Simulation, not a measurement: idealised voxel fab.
Module name: voxel transistor to metal (process module)
It is cross-section cut that appears here, measuring 165 nm in width, its square cells being 5 nm in size.
Cross-section spec: square-cell grid; bands listed top down; each band is one or more rows. A band entry consists of two parts. The first gives the height of the band's top and the height of its bottom, in nm. The rest lists the band's materials from left to right, each with its width in nm. A single material labelled with the word "all across" fills the band from edge to edge, and the word "blank" marks empty space. The level at which height equals 0 is the one under which the wafer, as it arrives, is entirely one material. No lower edge exists for the bottom band, which continues downward and is notated as in "0 -> down". So if you see something like "30..40" for the width, read it as the top row of the band sitting at the first number and the bottom row at the second, with every row in between moving by the same amount as the last. Take "identical to before" at face value: in the step it is given for, the cross-section changed in none of its cells. "Closed-off voids": empty spaces of 8 cells or more with no open way to the top, each given as width x height at distance, distance from the left edge, all in nm. Post-settings text on a step line: simulator's own remark regarding the step. Regarding "overlay nm": on a step with a mask, it is the distance the mask lay to the right of its planned place; a negative value places it to the left.
## Process steps (planned)
1,RECEIVE,material Si
2,CONFORMAL_DEP,material SiO2,thk nm 5
3,CONFORMAL_DEP,material SiN,thk nm 15
4,PATTERN,tone cover,mask id ACTIVE,material resist,width nm 95,thk nm 15,overlay nm 0
5,DIRECTIONAL_ETCH,etch materials SiN,depth nm 15
6,DIRECTIONAL_ETCH,etch materials SiO2,depth nm 5
7,DIRECTIONAL_ETCH,etch materials Si,depth nm 35
8,STRIP,etch materials resist
9,FILL_DEP,material SiO2,thk nm 15
10,CMP,height nm 20
11,SELECTIVE_ETCH,etch materials SiO2,depth nm 10
12,STRIP,etch materials SiN
13,SELECTIVE_ETCH,etch materials SiO2,depth nm 5
14,OXIDIZE,depth nm 5
15,DIRECTIONAL_DEP,material polySi,thk nm 25
16,DIRECTIONAL_DEP,material SiCN,thk nm 10
17,DIRECTIONAL_DEP,material aC,thk nm 15
18,PATTERN,tone cover,mask id GATE,material resist,width nm 15,thk nm 30,overlay nm 0
19,DIRECTIONAL_ETCH,etch materials aC,depth nm 15
20,STRIP,etch materials resist
21,DIRECTIONAL_ETCH,etch materials SiCN,depth nm 20
22,DIRECTIONAL_ETCH,etch materials polySi,depth nm 35
23,STRIP,etch materials aC
24,CONFORMAL_DEP,material SiN,thk nm 10
25,DIRECTIONAL_ETCH,etch materials SiN,depth nm 10
26,DIRECTIONAL_ETCH,etch materials SiO2,depth nm 5
27,DIRECTIONAL_ETCH,etch materials Si,depth nm 15
28,EPI,material pSi,thk nm 20
29,FILL_DEP,material SiO2,thk nm 5
30,CMP,height nm 35
31,DIRECTIONAL_DEP,material SiO2,thk nm 15
32,PATTERN,tone open,mask id CONTACT,material resist,width nm 30,pitch nm 55,thk nm 15,overlay nm 0
33,DIRECTIONAL_ETCH,etch materials SiO2,depth nm 35
34,STRIP,etch materials resist
35,CONFORMAL_DEP,material TiN,thk nm 5
36,FILL_DEP,material W,thk nm 10
37,CMP,height nm 50
38,CONFORMAL_DEP,material SiCN,thk nm 5
39,DIRECTIONAL_DEP,material SiO2,thk nm 25
40,DIRECTIONAL_DEP,material aC,thk nm 10
41,PATTERN,tone open,mask id METAL_1,material resist,width nm 20,pitch nm 65,thk nm 25,overlay nm 0
42,DIRECTIONAL_ETCH,etch materials aC,depth nm 10
43,STRIP,etch materials resist
44,DIRECTIONAL_ETCH,etch materials SiO2,depth nm 25
45,DIRECTIONAL_ETCH,etch materials SiCN,depth nm 5
46,STRIP,etch materials aC
47,CONFORMAL_DEP,material TiN,thk nm 5
48,FILL_DEP,material Cu,thk nm 5
49,CMP,height nm 80
50,CONFORMAL_DEP,material SiCN,thk nm 5
51,DIRECTIONAL_DEP,material SiO2,thk nm 30
52,DIRECTIONAL_DEP,material aC,thk nm 15
53,PATTERN,tone open,mask id METAL_2,material resist,width nm 20,pitch nm 65,thk nm 35,overlay nm 0
54,DIRECTIONAL_ETCH,etch materials aC,depth nm 15
55,STRIP,etch materials resist
56,DIRECTIONAL_ETCH,etch materials SiO2,depth nm 15
57,STRIP,etch materials aC
58,MASKED_ETCH,tone open,mask id METAL_2_HOLES,width nm 15,pitch nm 65,etch materials SiO2,depth nm 15,overlay nm 0
59,MASKED_ETCH,tone open,mask id METAL_2_HOLES,width nm 15,pitch nm 65,etch materials SiCN,depth nm 5,overlay nm 0
60,CONFORMAL_DEP,material TiN,thk nm 5
61,FILL_DEP,material Cu,thk nm 5
62,CMP,height nm 115
63,CONFORMAL_DEP,material SiN,thk nm 5
## Cross-section of the incoming wafer, state after step 1
	0 -> down: Si all across
	Closed-off voids: none
## First of two wafers at the end of the module, shown in cross-section; run carried out as planned
	120 -> 115: SiN all across
	115 -> 105: 40 nm SiO2, then 5 nm TiN, then 10 nm Cu, then 5 nm TiN, then 45 nm SiO2, then 5 nm TiN, then 10 nm Cu, then 5 nm TiN, then 40 nm SiO2
	105 -> 100: 40 nm SiO2, then 5 nm TiN, then 5 nm Cu, then 10 nm TiN, then 45 nm SiO2, then 5 nm TiN, then 5 nm Cu, then 10 nm TiN, then 40 nm SiO2
	100 -> 85: 40 nm SiO2, then 5 nm TiN, then 5 nm Cu, then 5 nm TiN, then 50 nm SiO2, then 5 nm TiN, then 5 nm Cu, then 5 nm TiN, then 45 nm SiO2
	85 -> 80: 40 nm SiCN, then 15 nm TiN, then 50 nm SiCN, then 15 nm TiN, then 45 nm SiCN
	80 -> 55: 40 nm SiO2, then 5 nm TiN, then 10 nm Cu, then 5 nm TiN, then 45 nm SiO2, then 5 nm TiN, then 10 nm Cu, then 5 nm TiN, then 40 nm SiO2
	55 -> 50: 40 nm SiCN, then 20 nm TiN, then 45 nm SiCN, then 20 nm TiN, then 40 nm SiCN
	50 -> 40: 40 nm SiO2, then 5 nm TiN, then 20 nm W, then 5 nm TiN, then 25 nm SiO2, then 5 nm TiN, then 20 nm W, then 5 nm TiN, then 40 nm SiO2
	40 -> 35: 40 nm SiO2, then 5 nm TiN, then 15 nm W, then 10 nm TiN, then 25 nm SiO2, then 10 nm TiN, then 15 nm W, then 5 nm TiN, then 40 nm SiO2
	35 -> 25: 40 nm SiO2, then 5 nm TiN, then 15 nm W, then 5 nm TiN, then 10 nm SiN, then 15 nm SiCN, then 10 nm SiN, then 5 nm TiN, then 15 nm W, then 5 nm TiN, then 40 nm SiO2
	25 -> 20: 40 nm SiO2, then 5 nm TiN, then 15 nm W, then 5 nm TiN, then 10 nm SiN, then 15 nm polySi, then 10 nm SiN, then 5 nm TiN, then 15 nm W, then 5 nm TiN, then 40 nm SiO2
	20 -> 15: 40 nm SiO2, then 25 nm TiN, then 10 nm SiN, then 15 nm polySi, then 10 nm SiN, then 25 nm TiN, then 40 nm SiO2
	15 -> 5: 30 nm SiO2, then 35 nm pSi, then 10 nm SiN, then 15 nm polySi, then 10 nm SiN, then 35 nm pSi, then 30 nm SiO2
	5 -> 0: 30 nm SiO2, then 10 nm SiN, then 25 nm pSi, then 10 nm SiN, then 15 nm polySi, then 10 nm SiN, then 25 nm pSi, then 10 nm SiN, then 30 nm SiO2
	0 -> -5: 40 nm SiO2, then 25 nm pSi, then 35 nm SiO2, then 25 nm pSi, then 40 nm SiO2
	-5 -> -20: 35 nm SiO2, then 5 nm Si, then 25 nm pSi, then 35 nm Si, then 25 nm pSi, then 5 nm Si, then 35 nm SiO2
	-20 -> -35: 35 nm SiO2, then 95 nm Si, then 35 nm SiO2
	-35 -> down: Si all across
	Closed-off voids: none
## Cross-sectional view: second of two wafers, end of module; start and plan identical to the first, one mistake in running
	120 -> 115: SiN all across
	115 -> 105: 40 nm SiO2, then 5 nm TiN, then 10 nm Cu, then 5 nm TiN, then 45 nm SiO2, then 5 nm TiN, then 10 nm Cu, then 5 nm TiN, then 40 nm SiO2
	105 -> 100: 40 nm SiO2, then 5 nm TiN, then 5 nm Cu, then 10 nm TiN, then 45 nm SiO2, then 5 nm TiN, then 5 nm Cu, then 10 nm TiN, then 40 nm SiO2
	100 -> 85: 40 nm SiO2, then 5 nm TiN, then 5 nm Cu, then 5 nm TiN, then 50 nm SiO2, then 5 nm TiN, then 5 nm Cu, then 5 nm TiN, then 45 nm SiO2
	85 -> 80: 40 nm SiCN, then 15 nm TiN, then 50 nm SiCN, then 15 nm TiN, then 45 nm SiCN
	80 -> 70: 40 nm SiO2, then 5 nm TiN, then 10 nm Cu, then 5 nm TiN, then 45 nm SiO2, then 5 nm TiN, then 10 nm Cu, then 5 nm TiN, then 40 nm SiO2
	70 -> 65: 40 nm SiCN, then 20 nm TiN, then 45 nm SiCN, then 20 nm TiN, then 40 nm SiCN
	65 -> 55: W all across
	55 -> 50: 45 nm TiN, then 20 nm W, then 35 nm TiN, then 20 nm W, then 45 nm TiN
	50 -> 40: 40 nm SiO2, then 5 nm TiN, then 20 nm W, then 5 nm TiN, then 25 nm SiO2, then 5 nm TiN, then 20 nm W, then 5 nm TiN, then 40 nm SiO2
	40 -> 35: 40 nm SiO2, then 5 nm TiN, then 15 nm W, then 10 nm TiN, then 25 nm SiO2, then 10 nm TiN, then 15 nm W, then 5 nm TiN, then 40 nm SiO2
	35 -> 25: 40 nm SiO2, then 5 nm TiN, then 15 nm W, then 5 nm TiN, then 10 nm SiN, then 15 nm SiCN, then 10 nm SiN, then 5 nm TiN, then 15 nm W, then 5 nm TiN, then 40 nm SiO2
	25 -> 20: 40 nm SiO2, then 5 nm TiN, then 15 nm W, then 5 nm TiN, then 10 nm SiN, then 15 nm polySi, then 10 nm SiN, then 5 nm TiN, then 15 nm W, then 5 nm TiN, then 40 nm SiO2
	20 -> 15: 40 nm SiO2, then 25 nm TiN, then 10 nm SiN, then 15 nm polySi, then 10 nm SiN, then 25 nm TiN, then 40 nm SiO2
	15 -> 5: 30 nm SiO2, then 35 nm pSi, then 10 nm SiN, then 15 nm polySi, then 10 nm SiN, then 35 nm pSi, then 30 nm SiO2
	5 -> 0: 30 nm SiO2, then 10 nm SiN, then 25 nm pSi, then 10 nm SiN, then 15 nm polySi, then 10 nm SiN, then 25 nm pSi, then 10 nm SiN, then 30 nm SiO2
	0 -> -5: 40 nm SiO2, then 25 nm pSi, then 35 nm SiO2, then 25 nm pSi, then 40 nm SiO2
	-5 -> -20: 35 nm SiO2, then 5 nm Si, then 25 nm pSi, then 35 nm Si, then 25 nm pSi, then 5 nm Si, then 35 nm SiO2
	-20 -> -35: 35 nm SiO2, then 95 nm Si, then 35 nm SiO2
	-35 -> down: Si all across
	Closed-off voids: none
What was done differently from what was planned? plan step 37 skipped
FYI, end of process, the second wafer has more or fewer cells of some materials than the first: Cu -12 | SiO2 -75 | TiN +13 | W +74
